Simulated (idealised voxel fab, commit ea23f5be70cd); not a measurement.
Process module in this document: voxel self aligned vias
cross-section cut | 235 nm wide | cells 5 nm
Reading order for cross-sections: top band down to bottom band. Underlying form: a grid of square cells. Band size: one or more rows of cells. Top height, bottom height, nm. Materials left to right, width each, nm. Single material + "everywhere" = fills band edge to edge. "empty" = empty. The level at which height equals 0 is the one under which the wafer, as it arrives, is entirely one material. No lower edge exists for the bottom band, which continues downward and is notated as in "0 down". Quick explanation for "30 to 40": the width changes in equal steps down the rows of cells, from the first number in the band's top row to the second number in its bottom row. You'll sometimes find "no modification" written for a step, and that's the way of saying that nowhere in the cross-section did a cell change during that step. For the entry "Closed empty spaces", the listed items are empty spaces with no open way to the top whose size is 8 cells or more; each item follows the pattern width x height at distance, where distance is from the left edge and all three are in nm. It should be noted that, on the line of a given step, the content following the step's settings is a remark produced by the simulator itself with respect to that step. overlay nm: mask offset rightward from planned place, masked step; negative means leftward offset.
PLAN
1,op RECEIVE | material Si
2,op CONFORMAL_DEP | material SiO2 | thk nm 10
3,op CONFORMAL_DEP | material SiCN | thk nm 5
4,op DIRECTIONAL_DEP | material SiO2 | thk nm 20
5,op MASKED_ETCH | tone open | mask id LINES | width nm 25 | pitch nm 70 | etch materials SiO2 | depth nm 20 | overlay nm 0
6,op CONFORMAL_DEP | material TiN | thk nm 5
7,op FILL_DEP | material W | thk nm 10
8,op CMP | height nm 35
9,op SELECTIVE_ETCH | etch materials W Ru TiN | depth nm 5
10,op FILL_DEP | material SiN | thk nm 5
11,op CMP | height nm 35
12,op DIRECTIONAL_DEP | material SiO2 | thk nm 15
13,op MASKED_ETCH | tone open | mask id VIAS | width nm 45 | pitch nm 70 | etch materials SiO2 | depth nm 15 | overlay nm 0
14,op MASKED_ETCH | tone open | mask id VIAS | width nm 45 | pitch nm 70 | etch materials SiN | depth nm 5 | overlay nm 0
15,op CONFORMAL_DEP | material TiN | thk nm 5
16,op FILL_DEP | material W | thk nm 10
17,op CMP | height nm 50
18,op CONFORMAL_DEP | material SiN | thk nm 5
WAFER, FIRST OF TWO, RUN AS PLANNED
INCOMING WAFER, CROSS-SECTIONAL VIEW, POST STEP 1
> 0 down  Si everywhere
> Closed empty spaces: none
YOU'RE LOOKING AT A CROSS-SECTION OF THE WAFER AFTER STEP 2
> 10 to 0  SiO2 everywhere
> All layers under 0 are left as they were.
YOU'RE LOOKING AT A CROSS-SECTION OF THE WAFER AFTER STEP 3
> 15 to 10  SiCN everywhere
> All layers under 10 are left as they were.
YOU'RE LOOKING AT A CROSS-SECTION OF THE WAFER AFTER STEP 4
> 35 to 15  SiO2 everywhere
> All layers under 15 are left as they were.
YOU'RE LOOKING AT A CROSS-SECTION OF THE WAFER AFTER STEP 5
> 35 to 15  70 of SiO2, then 25 of empty, then 45 of SiO2, then 25 of empty, then 70 of SiO2
> All layers under 15 are left as they were.
YOU'RE LOOKING AT A CROSS-SECTION OF THE WAFER AFTER STEP 6
> 40 to 35  75 of TiN, then 15 of empty, then 55 of TiN, then 15 of empty, then 75 of TiN
> 35 to 20  70 of SiO2, then 5 of TiN, then 15 of empty, then 5 of TiN, then 45 of SiO2, then 5 of TiN, then 15 of empty, then 5 of TiN, then 70 of SiO2
> 20 to 15  70 of SiO2, then 25 of TiN, then 45 of SiO2, then 25 of TiN, then 70 of SiO2
> All layers under 15 are left as they were.
YOU'RE LOOKING AT A CROSS-SECTION OF THE WAFER AFTER STEP 7
> 50 to 40  W everywhere
> 40 to 35  75 of TiN, then 15 of W, then 55 of TiN, then 15 of W, then 75 of TiN
> 35 to 20  70 of SiO2, then 5 of TiN, then 15 of W, then 5 of TiN, then 45 of SiO2, then 5 of TiN, then 15 of W, then 5 of TiN, then 70 of SiO2
> All layers under 20 are left as they were.
YOU'RE LOOKING AT A CROSS-SECTION OF THE WAFER AFTER STEP 8
> 35 to 20  70 of SiO2, then 5 of TiN, then 15 of W, then 5 of TiN, then 45 of SiO2, then 5 of TiN, then 15 of W, then 5 of TiN, then 70 of SiO2
> All layers under 20 are left as they were.
YOU'RE LOOKING AT A CROSS-SECTION OF THE WAFER AFTER STEP 9
> 35 to 30  70 of SiO2, then 25 of empty, then 45 of SiO2, then 25 of empty, then 70 of SiO2
> All layers under 30 are left as they were.
YOU'RE LOOKING AT A CROSS-SECTION OF THE WAFER AFTER STEP 10
> 40 to 35  SiN everywhere
> 35 to 30  70 of SiO2, then 25 of SiN, then 45 of SiO2, then 25 of SiN, then 70 of SiO2
> All layers under 30 are left as they were.
YOU'RE LOOKING AT A CROSS-SECTION OF THE WAFER AFTER STEP 11
> 35 to 30  70 of SiO2, then 25 of SiN, then 45 of SiO2, then 25 of SiN, then 70 of SiO2
> All layers under 30 are left as they were.
YOU'RE LOOKING AT A CROSS-SECTION OF THE WAFER AFTER STEP 12
> 50 to 35  SiO2 everywhere
> All layers under 35 are left as they were.
YOU'RE LOOKING AT A CROSS-SECTION OF THE WAFER AFTER STEP 13
> 50 to 35  60 of SiO2, then 45 of empty, then 25 of SiO2, then 45 of empty, then 60 of SiO2
> All layers under 35 are left as they were.
YOU'RE LOOKING AT A CROSS-SECTION OF THE WAFER AFTER STEP 14
> 50 to 35  60 of SiO2, then 45 of empty, then 25 of SiO2, then 45 of empty, then 60 of SiO2
> 35 to 30  70 of SiO2, then 25 of empty, then 45 of SiO2, then 25 of empty, then 70 of SiO2
> All layers under 30 are left as they were.
YOU'RE LOOKING AT A CROSS-SECTION OF THE WAFER AFTER STEP 15
> 55 to 50  65 of TiN, then 35 of empty, then 35 of TiN, then 35 of empty, then 65 of TiN
> 50 to 40  60 of SiO2, then 5 of TiN, then 35 of empty, then 5 of TiN, then 25 of SiO2, then 5 of TiN, then 35 of empty, then 5 of TiN, then 60 of SiO2
> 40 to 35  60 of SiO2, then 15 of TiN, then 15 of empty, then 15 of TiN, then 25 of SiO2, then 15 of TiN, then 15 of empty, then 15 of TiN, then 60 of SiO2
> 35 to 30  70 of SiO2, then 25 of TiN, then 45 of SiO2, then 25 of TiN, then 70 of SiO2
> All layers under 30 are left as they were.
YOU'RE LOOKING AT A CROSS-SECTION OF THE WAFER AFTER STEP 16
> 65 to 55  W everywhere
> 55 to 50  65 of TiN, then 35 of W, then 35 of TiN, then 35 of W, then 65 of TiN
> 50 to 40  60 of SiO2, then 5 of TiN, then 35 of W, then 5 of TiN, then 25 of SiO2, then 5 of TiN, then 35 of W, then 5 of TiN, then 60 of SiO2
> 40 to 35  60 of SiO2, then 15 of TiN, then 15 of W, then 15 of TiN, then 25 of SiO2, then 15 of TiN, then 15 of W, then 15 of TiN, then 60 of SiO2
> All layers under 35 are left as they were.
YOU'RE LOOKING AT A CROSS-SECTION OF THE WAFER AFTER STEP 17
> 50 to 40  60 of SiO2, then 5 of TiN, then 35 of W, then 5 of TiN, then 25 of SiO2, then 5 of TiN, then 35 of W, then 5 of TiN, then 60 of SiO2
> All layers under 40 are left as they were.
YOU'RE LOOKING AT A CROSS-SECTION OF THE WAFER AFTER STEP 18
> 55 to 50  SiN everywhere
> All layers under 50 are left as they were.
HERE THE SECOND WAFER IS DESCRIBED. ITS START AND ITS PLAN WERE THOSE OF THE FIRST WAFER. ITS RUN CONTAINED ONE MISTAKE. UP TO AND INCLUDING STEP 12, IT DID EXACTLY WHAT THE FIRST WAFER DID
HERE IS THE SECOND WAFER IN CROSS-SECTION AT THE POINT WHERE STEP 13 OF THE PLAN SHOULD HAVE BEEN DONE
> 50 to 35  65 of SiO2, then 35 of empty, then 35 of SiO2, then 35 of empty, then 65 of SiO2
> All layers under 35 are left as they were.
HERE IS THE SECOND WAFER IN CROSS-SECTION AT THE POINT WHERE STEP 14 OF THE PLAN SHOULD HAVE BEEN DONE
> 50 to 35  65 of SiO2, then 35 of empty, then 35 of SiO2, then 35 of empty, then 65 of SiO2
> 35 to 30  70 of SiO2, then 25 of empty, then 45 of SiO2, then 25 of empty, then 70 of SiO2
> All layers under 30 are left as they were.
HERE IS THE SECOND WAFER IN CROSS-SECTION AT THE POINT WHERE STEP 15 OF THE PLAN SHOULD HAVE BEEN DONE
> 55 to 50  70 of TiN, then 25 of empty, then 45 of TiN, then 25 of empty, then 70 of TiN
> 50 to 40  65 of SiO2, then 5 of TiN, then 25 of empty, then 5 of TiN, then 35 of SiO2, then 5 of TiN, then 25 of empty, then 5 of TiN, then 65 of SiO2
> 40 to 35  65 of SiO2, then 10 of TiN, then 15 of empty, then 10 of TiN, then 35 of SiO2, then 10 of TiN, then 15 of empty, then 10 of TiN, then 65 of SiO2
> 35 to 30  70 of SiO2, then 25 of TiN, then 45 of SiO2, then 25 of TiN, then 70 of SiO2
> All layers under 30 are left as they were.
HERE IS THE SECOND WAFER IN CROSS-SECTION AT THE POINT WHERE STEP 16 OF THE PLAN SHOULD HAVE BEEN DONE
> 65 to 55  W everywhere
> 55 to 50  70 of TiN, then 25 of W, then 45 of TiN, then 25 of W, then 70 of TiN
> 50 to 40  65 of SiO2, then 5 of TiN, then 25 of W, then 5 of TiN, then 35 of SiO2, then 5 of TiN, then 25 of W, then 5 of TiN, then 65 of SiO2
> 40 to 35  65 of SiO2, then 10 of TiN, then 15 of W, then 10 of TiN, then 35 of SiO2, then 10 of TiN, then 15 of W, then 10 of TiN, then 65 of SiO2
> All layers under 35 are left as they were.
HERE IS THE SECOND WAFER IN CROSS-SECTION AT THE POINT WHERE STEP 17 OF THE PLAN SHOULD HAVE BEEN DONE
> 50 to 40  65 of SiO2, then 5 of TiN, then 25 of W, then 5 of TiN, then 35 of SiO2, then 5 of TiN, then 25 of W, then 5 of TiN, then 65 of SiO2
> All layers under 40 are left as they were.
HERE IS THE SECOND WAFER IN CROSS-SECTION AT THE POINT WHERE STEP 18 OF THE PLAN SHOULD HAVE BEEN DONE
> 55 to 50  SiN everywhere
> All layers under 50 are left as they were.
Plan not followed: step 13 was not run as planned; what actually ran was op MASKED_ETCH | tone open | mask id VIAS | width nm 35 | pitch nm 70 | etch materials SiO2 | depth nm 15 | overlay nm 0
End of process, cell counts, second wafer against first, materials with more or fewer: 12 more of SiO2, 4 fewer of TiN, 8 fewer of W
